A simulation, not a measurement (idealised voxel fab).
The process module presented herein is designated voxel wiring stack.
240 nm wide, 5 nm square cells: that's cross-section cut.
In this document a cross-section is written as a grid of square cells. It is given as a series of bands, listed from the top down, and a band is one or more rows of cells. First you get the band's top height and its bottom height, in nm, and then the materials it's made of, left to right, with each width in nm. If you see a single material with "everywhere", that one covers the band edge to edge. "air" is empty space. Heights are expressed relative to 0, this being the level below which the as-received wafer comprises one material exclusively. The lowest band is unbounded in the downward direction and is denoted as in "0 nm and below". Read "30..40" as a graded width: first number on top, second number at the bottom, same change between each pair of neighbouring rows. "same as before" -> step changed no cross-section cell. "Closed internal cavities" contains a list of empty spaces, each no smaller than 8 cells and without an open way to the top, written in the form width x height at distance with the distance from the left edge and all three in nm. On each step's line, the part that comes after the settings is the simulator's own comment on the step. Steps that use a mask can have "overlay nm" on their line. It says how far the mask sat to the right of where it was meant to be. Negative means to the left.
Steps planned for the process
| 1 | op RECEIVE | material Si |
| 2 | op CONFORMAL_DEP | material SiO2 | thk nm 10 |
| 3 | op CONFORMAL_DEP | material SiN | thk nm 5 |
| 4 | op DIRECTIONAL_DEP | material lowk | thk nm 15 |
| 5 | op DIRECTIONAL_DEP | material aC | thk nm 15 |
| 6 | op PATTERN | tone open | mask id METAL_1 | material resist | width nm 30 | pitch nm 45 | thk nm 35 | overlay nm 0 |
| 7 | op DIRECTIONAL_ETCH | etch materials aC | depth nm 15 |
| 8 | op STRIP | etch materials resist |
| 9 | op DIRECTIONAL_ETCH | etch materials lowk | depth nm 15 |
| 10 | op DIRECTIONAL_ETCH | etch materials SiN | depth nm 5 |
| 11 | op STRIP | etch materials aC |
| 12 | op CONFORMAL_DEP | material TiN | thk nm 5 |
| 13 | op FILL_DEP | material W | thk nm 10 |
| 14 | op CMP | height nm 30 |
| 15 | op EPI | material Ru | thk nm 5 |
| 16 | op FILL_DEP | material SiCN | thk nm 5 |
| 17 | op DIRECTIONAL_DEP | material SiO2 | thk nm 10 |
| 18 | op DIRECTIONAL_DEP | material aC | thk nm 15 |
| 19 | op PATTERN | tone open | mask id PLUG_1 | material resist | width nm 15 | pitch nm 45 | thk nm 30 | overlay nm 0 |
| 20 | op DIRECTIONAL_ETCH | etch materials aC | depth nm 15 |
| 21 | op STRIP | etch materials resist |
| 22 | op DIRECTIONAL_ETCH | etch materials SiO2 | depth nm 10 |
| 23 | op DIRECTIONAL_ETCH | etch materials SiCN | depth nm 5 |
| 24 | op STRIP | etch materials aC |
| 25 | op EPI | material Ru | thk nm 10 |
| 26 | op EPI | material Ru | thk nm 5 |
| 27 | op CONFORMAL_DEP | material SiN | thk nm 5 |
| 28 | op DIRECTIONAL_DEP | material lowk | thk nm 25 |
| 29 | op DIRECTIONAL_DEP | material aC | thk nm 10 |
| 30 | op PATTERN | tone open | mask id METAL_2 | material resist | width nm 30 | pitch nm 45 | thk nm 25 | overlay nm 0 |
| 31 | op DIRECTIONAL_ETCH | etch materials aC | depth nm 10 |
| 32 | op STRIP | etch materials resist |
| 33 | op DIRECTIONAL_ETCH | etch materials lowk | depth nm 25 |
| 34 | op DIRECTIONAL_ETCH | etch materials SiN | depth nm 5 |
| 35 | op STRIP | etch materials aC |
| 36 | op CONFORMAL_DEP | material TiN | thk nm 5 |
| 37 | op FILL_DEP | material W | thk nm 10 |
| 38 | op CMP | height nm 80 |
| 39 | op CONFORMAL_DEP | material SiCN | thk nm 5 |
Cross-section: wafer on arrival = after step 1
> 0 nm and below = Si everywhere
> Closed internal cavities: none
Module complete, cross-section. Starting point and plan per above. One mistake made in running the module
> 85 nm to 80 nm = SiCN everywhere
> 80 nm to 55 nm = lowk 80 / TiN 5 / W 20 / TiN 5 / lowk 15 / TiN 5 / W 20 / TiN 5 / lowk 85
> 55 nm to 50 nm = SiN 80 / TiN 30 / SiN 15 / TiN 30 / SiN 85
> 50 nm to 40 nm = SiO2 80 / Ru 15 / SiO2 30 / Ru 15 / SiO2 100
> 40 nm to 35 nm = SiCN 80 / Ru 15 / SiCN 30 / Ru 15 / SiCN 100
> 35 nm to 30 nm = Ru everywhere
> 30 nm to 25 nm = TiN 85 / W 20 / TiN 25 / W 20 / TiN 90
> 25 nm to 10 nm = lowk 80 / TiN 5 / W 20 / TiN 5 / lowk 15 / TiN 5 / W 20 / TiN 5 / lowk 85
> 10 nm to 5 nm = SiN 80 / TiN 30 / SiN 15 / TiN 30 / SiN 85
> 5 nm to 0 nm = SiO2 everywhere
> 0 nm and below = Si everywhere
> Closed internal cavities: none
Deviation noted in wafer processing: step 2 off recipe, ran as op CONFORMAL_DEP | material SiO2 | thk nm 5
